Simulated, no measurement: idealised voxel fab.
process module | voxel self aligned vias
cross-section cut | 220 nm wide | cells 5 nm
A cross-section is a grid of square cells, given in bands from the top down. A band is one or more rows of cells.
Each band's line starts with the height of the band's top and of its bottom, in nm. Then come its materials from left to right, each with its width in nm. One material with "throughout" fills the band from edge to edge. "air" is empty space.
Height 0 is the level under which the wafer as received is all one material. The lowest band goes on downwards, as in "0 down".
A width such as "30 to 40" changes by the same amount from each row of cells to the next, from the band's top row to its bottom row.
"no change" after a step means that no cell of the cross-section changed.
closed voids: empty space of 8 cells or more with no open way to the top, each as width x height at its distance from the left edge, in nm
after a step's settings: what the simulator itself notes on the step
overlay nm, on a step with a mask: how far to the right of its planned place the mask lay; to the left if negative
plan
1 op RECEIVE | material Si
2 op CONFORMAL_DEP | material SiO2 | thk nm 15
3 op CONFORMAL_DEP | material SiCN | thk nm 5
4 op DIRECTIONAL_DEP | material lowk | thk nm 20
5 op DIRECTIONAL_DEP | material aC | thk nm 10
6 op PATTERN | tone open | mask id LINES | material resist | width nm 20 | pitch nm 50 | thk nm 25 | overlay nm 0
7 op DIRECTIONAL_ETCH | etch materials aC | depth nm 10
8 op STRIP | etch materials resist
9 op DIRECTIONAL_ETCH | etch materials lowk | depth nm 20
10 op STRIP | etch materials aC
11 op CONFORMAL_DEP | material TiN | thk nm 5
12 op FILL_DEP | material W | thk nm 10
13 op CMP | height nm 40
14 op SELECTIVE_ETCH | etch materials W Ru TiN | depth nm 10
15 op FILL_DEP | material SiN | thk nm 5
16 op CMP | height nm 40
17 op DIRECTIONAL_DEP | material lowk | thk nm 15
18 op PATTERN | tone open | mask id VIAS | material resist | width nm 30 | pitch nm 50 | thk nm 15 | overlay nm 0
19 op DIRECTIONAL_ETCH | etch materials lowk | depth nm 15
20 op DIRECTIONAL_ETCH | etch materials SiN | depth nm 10
21 op STRIP | etch materials resist
22 op CONFORMAL_DEP | material TiN | thk nm 5
23 op FILL_DEP | material W | thk nm 10
24 op CMP | height nm 55
25 op CONFORMAL_DEP | material SiCN | thk nm 5
first wafer, as planned
as received, after step 1
  0 down: Si throughout
  closed voids: none
after step 2
  15 to 0: SiO2 throughout
  below 0: unchanged
after step 3
  20 to 15: SiCN throughout
  below 15: unchanged
after step 4
  40 to 20: lowk throughout
  below 20: unchanged
after step 5
  50 to 40: aC throughout
  below 40: unchanged
after step 6
  75 to 50: resist 50 | air 20 | resist 30 | air 20 | resist 30 | air 20 | resist 50
  below 50: unchanged
after step 7
  65 to 50: resist 50 | air 20 | resist 30 | air 20 | resist 30 | air 20 | resist 50
  50 to 40: aC 50 | air 20 | aC 30 | air 20 | aC 30 | air 20 | aC 50
  below 40: unchanged
after step 8
  50 to 40: aC 50 | air 20 | aC 30 | air 20 | aC 30 | air 20 | aC 50
  below 40: unchanged
after step 9
  50 to 40: aC 50 | air 20 | aC 30 | air 20 | aC 30 | air 20 | aC 50
  40 to 20: lowk 50 | air 20 | lowk 30 | air 20 | lowk 30 | air 20 | lowk 50
  below 20: unchanged
after step 10
  40 to 20: lowk 50 | air 20 | lowk 30 | air 20 | lowk 30 | air 20 | lowk 50
  below 20: unchanged
after step 11
  45 to 40: TiN 55 | air 10 | TiN 40 | air 10 | TiN 40 | air 10 | TiN 55
  40 to 25: lowk 50 | TiN 5 | air 10 | TiN 5 | lowk 30 | TiN 5 | air 10 | TiN 5 | lowk 30 | TiN 5 | air 10 | TiN 5 | lowk 50
  25 to 20: lowk 50 | TiN 20 | lowk 30 | TiN 20 | lowk 30 | TiN 20 | lowk 50
  below 20: unchanged
after step 12
  55 to 45: W throughout
  45 to 40: TiN 55 | W 10 | TiN 40 | W 10 | TiN 40 | W 10 | TiN 55
  40 to 25: lowk 50 | TiN 5 | W 10 | TiN 5 | lowk 30 | TiN 5 | W 10 | TiN 5 | lowk 30 | TiN 5 | W 10 | TiN 5 | lowk 50
  below 25: unchanged
after step 13
  40 to 25: lowk 50 | TiN 5 | W 10 | TiN 5 | lowk 30 | TiN 5 | W 10 | TiN 5 | lowk 30 | TiN 5 | W 10 | TiN 5 | lowk 50
  below 25: unchanged
after step 14
  40 to 30: lowk 50 | air 20 | lowk 30 | air 20 | lowk 30 | air 20 | lowk 50
  below 30: unchanged
after step 15
  45 to 40: SiN throughout
  40 to 30: lowk 50 | SiN 20 | lowk 30 | SiN 20 | lowk 30 | SiN 20 | lowk 50
  below 30: unchanged
after step 16
  40 to 30: lowk 50 | SiN 20 | lowk 30 | SiN 20 | lowk 30 | SiN 20 | lowk 50
  below 30: unchanged
after step 17
  55 to 40: lowk throughout
  below 40: unchanged
after step 18
  70 to 55: resist 45 | air 30 | resist 20 | air 30 | resist 20 | air 30 | resist 45
  below 55: unchanged
after step 19
  70 to 55: resist 45 | air 30 | resist 20 | air 30 | resist 20 | air 30 | resist 45
  55 to 40: lowk 45 | air 30 | lowk 20 | air 30 | lowk 20 | air 30 | lowk 45
  below 40: unchanged
after step 20
  70 to 55: resist 45 | air 30 | resist 20 | air 30 | resist 20 | air 30 | resist 45
  55 to 40: lowk 45 | air 30 | lowk 20 | air 30 | lowk 20 | air 30 | lowk 45
  40 to 30: lowk 50 | air 20 | lowk 30 | air 20 | lowk 30 | air 20 | lowk 50
  below 30: unchanged
after step 21
  55 to 40: lowk 45 | air 30 | lowk 20 | air 30 | lowk 20 | air 30 | lowk 45
  below 40: unchanged
after step 22
  60 to 55: TiN 50 | air 20 | TiN 30 | air 20 | TiN 30 | air 20 | TiN 50
  55 to 45: lowk 45 | TiN 5 | air 20 | TiN 5 | lowk 20 | TiN 5 | air 20 | TiN 5 | lowk 20 | TiN 5 | air 20 | TiN 5 | lowk 45
  45 to 35: lowk 45 to 50 | TiN 10 to 5 | air 10 | TiN 10 to 5 | lowk 20 to 30 | TiN 10 to 5 | air 10 | TiN 10 to 5 | lowk 20 to 30 | TiN 10 to 5 | air 10 | TiN 10 to 5 | lowk 45 to 50
  35 to 30: lowk 50 | TiN 20 | lowk 30 | TiN 20 | lowk 30 | TiN 20 | lowk 50
  below 30: unchanged
after step 23
  70 to 60: W throughout
  60 to 55: TiN 50 | W 20 | TiN 30 | W 20 | TiN 30 | W 20 | TiN 50
  55 to 45: lowk 45 | TiN 5 | W 20 | TiN 5 | lowk 20 | TiN 5 | W 20 | TiN 5 | lowk 20 | TiN 5 | W 20 | TiN 5 | lowk 45
  45 to 35: lowk 45 to 50 | TiN 10 to 5 | W 10 | TiN 10 to 5 | lowk 20 to 30 | TiN 10 to 5 | W 10 | TiN 10 to 5 | lowk 20 to 30 | TiN 10 to 5 | W 10 | TiN 10 to 5 | lowk 45 to 50
  below 35: unchanged
after step 24
  55 to 45: lowk 45 | TiN 5 | W 20 | TiN 5 | lowk 20 | TiN 5 | W 20 | TiN 5 | lowk 20 | TiN 5 | W 20 | TiN 5 | lowk 45
  below 45: unchanged
after step 25
  60 to 55: SiCN throughout
  below 55: unchanged
second wafer: like start, like plan, one mistake. Through step 2 it matches the first wafer
when step 3 should have ended: no change
when step 4 should have ended
  35 to 15: lowk throughout
  below 15: unchanged
when step 5 should have ended
  45 to 35: aC throughout
  below 35: unchanged
when step 6 should have ended
  70 to 45: resist 50 | air 20 | resist 30 | air 20 | resist 30 | air 20 | resist 50
  below 45: unchanged
when step 7 should have ended
  60 to 45: resist 50 | air 20 | resist 30 | air 20 | resist 30 | air 20 | resist 50
  45 to 35: aC 50 | air 20 | aC 30 | air 20 | aC 30 | air 20 | aC 50
  below 35: unchanged
when step 8 should have ended
  45 to 35: aC 50 | air 20 | aC 30 | air 20 | aC 30 | air 20 | aC 50
  below 35: unchanged
when step 9 should have ended
  45 to 35: aC 50 | air 20 | aC 30 | air 20 | aC 30 | air 20 | aC 50
  35 to 15: lowk 50 | air 20 | lowk 30 | air 20 | lowk 30 | air 20 | lowk 50
  below 15: unchanged
when step 10 should have ended
  35 to 15: lowk 50 | air 20 | lowk 30 | air 20 | lowk 30 | air 20 | lowk 50
  below 15: unchanged
when step 11 should have ended
  40 to 35: TiN 55 | air 10 | TiN 40 | air 10 | TiN 40 | air 10 | TiN 55
  35 to 20: lowk 50 | TiN 5 | air 10 | TiN 5 | lowk 30 | TiN 5 | air 10 | TiN 5 | lowk 30 | TiN 5 | air 10 | TiN 5 | lowk 50
  20 to 15: lowk 50 | TiN 20 | lowk 30 | TiN 20 | lowk 30 | TiN 20 | lowk 50
  below 15: unchanged
when step 12 should have ended
  50 to 40: W throughout
  40 to 35: TiN 55 | W 10 | TiN 40 | W 10 | TiN 40 | W 10 | TiN 55
  35 to 20: lowk 50 | TiN 5 | W 10 | TiN 5 | lowk 30 | TiN 5 | W 10 | TiN 5 | lowk 30 | TiN 5 | W 10 | TiN 5 | lowk 50
  below 20: unchanged
when step 13 should have ended
  40 to 35: TiN 55 | W 10 | TiN 40 | W 10 | TiN 40 | W 10 | TiN 55
  below 35: unchanged
when step 14 should have ended
  35 to 30: lowk 50 | air 20 | lowk 30 | air 20 | lowk 30 | air 20 | lowk 50
  below 30: unchanged
when step 15 should have ended
  40 to 35: SiN throughout
  35 to 30: lowk 50 | SiN 20 | lowk 30 | SiN 20 | lowk 30 | SiN 20 | lowk 50
  below 30: unchanged
when step 16 should have ended: no change
when step 17 should have ended
  55 to 40: lowk throughout
  below 40: unchanged
when step 18 should have ended
  70 to 55: resist 45 | air 30 | resist 20 | air 30 | resist 20 | air 30 | resist 45
  below 55: unchanged
when step 19 should have ended
  70 to 55: resist 45 | air 30 | resist 20 | air 30 | resist 20 | air 30 | resist 45
  55 to 40: lowk 45 | air 30 | lowk 20 | air 30 | lowk 20 | air 30 | lowk 45
  below 40: unchanged
when step 20 should have ended
  70 to 55: resist 45 | air 30 | resist 20 | air 30 | resist 20 | air 30 | resist 45
  55 to 40: lowk 45 | air 30 | lowk 20 | air 30 | lowk 20 | air 30 | lowk 45
  40 to 35: SiN 45 | air 30 | SiN 20 | air 30 | SiN 20 | air 30 | SiN 45
  35 to 30: lowk 50 | air 20 | lowk 30 | air 20 | lowk 30 | air 20 | lowk 50
  below 30: unchanged
when step 21 should have ended
  55 to 40: lowk 45 | air 30 | lowk 20 | air 30 | lowk 20 | air 30 | lowk 45
  below 40: unchanged
when step 22 should have ended
  60 to 55: TiN 50 | air 20 | TiN 30 | air 20 | TiN 30 | air 20 | TiN 50
  55 to 40: lowk 45 | TiN 5 | air 20 | TiN 5 | lowk 20 | TiN 5 | air 20 | TiN 5 | lowk 20 | TiN 5 | air 20 | TiN 5 | lowk 45
  40 to 35: SiN 45 | TiN 10 | air 10 | TiN 10 | SiN 20 | TiN 10 | air 10 | TiN 10 | SiN 20 | TiN 10 | air 10 | TiN 10 | SiN 45
  35 to 30: lowk 50 | TiN 20 | lowk 30 | TiN 20 | lowk 30 | TiN 20 | lowk 50
  below 30: unchanged
when step 23 should have ended
  70 to 60: W throughout
  60 to 55: TiN 50 | W 20 | TiN 30 | W 20 | TiN 30 | W 20 | TiN 50
  55 to 40: lowk 45 | TiN 5 | W 20 | TiN 5 | lowk 20 | TiN 5 | W 20 | TiN 5 | lowk 20 | TiN 5 | W 20 | TiN 5 | lowk 45
  40 to 35: SiN 45 | TiN 10 | W 10 | TiN 10 | SiN 20 | TiN 10 | W 10 | TiN 10 | SiN 20 | TiN 10 | W 10 | TiN 10 | SiN 45
  below 35: unchanged
when step 24 should have ended
  55 to 40: lowk 45 | TiN 5 | W 20 | TiN 5 | lowk 20 | TiN 5 | W 20 | TiN 5 | lowk 20 | TiN 5 | W 20 | TiN 5 | lowk 45
  below 40: unchanged
when step 25 should have ended
  60 to 55: SiCN throughout
  below 55: unchanged
what went wrong: step 3 was left out
at the end the second wafer has, in cells: 44 fewer of SiCN | 26 more of SiN | 6 more of TiN | 12 more of W
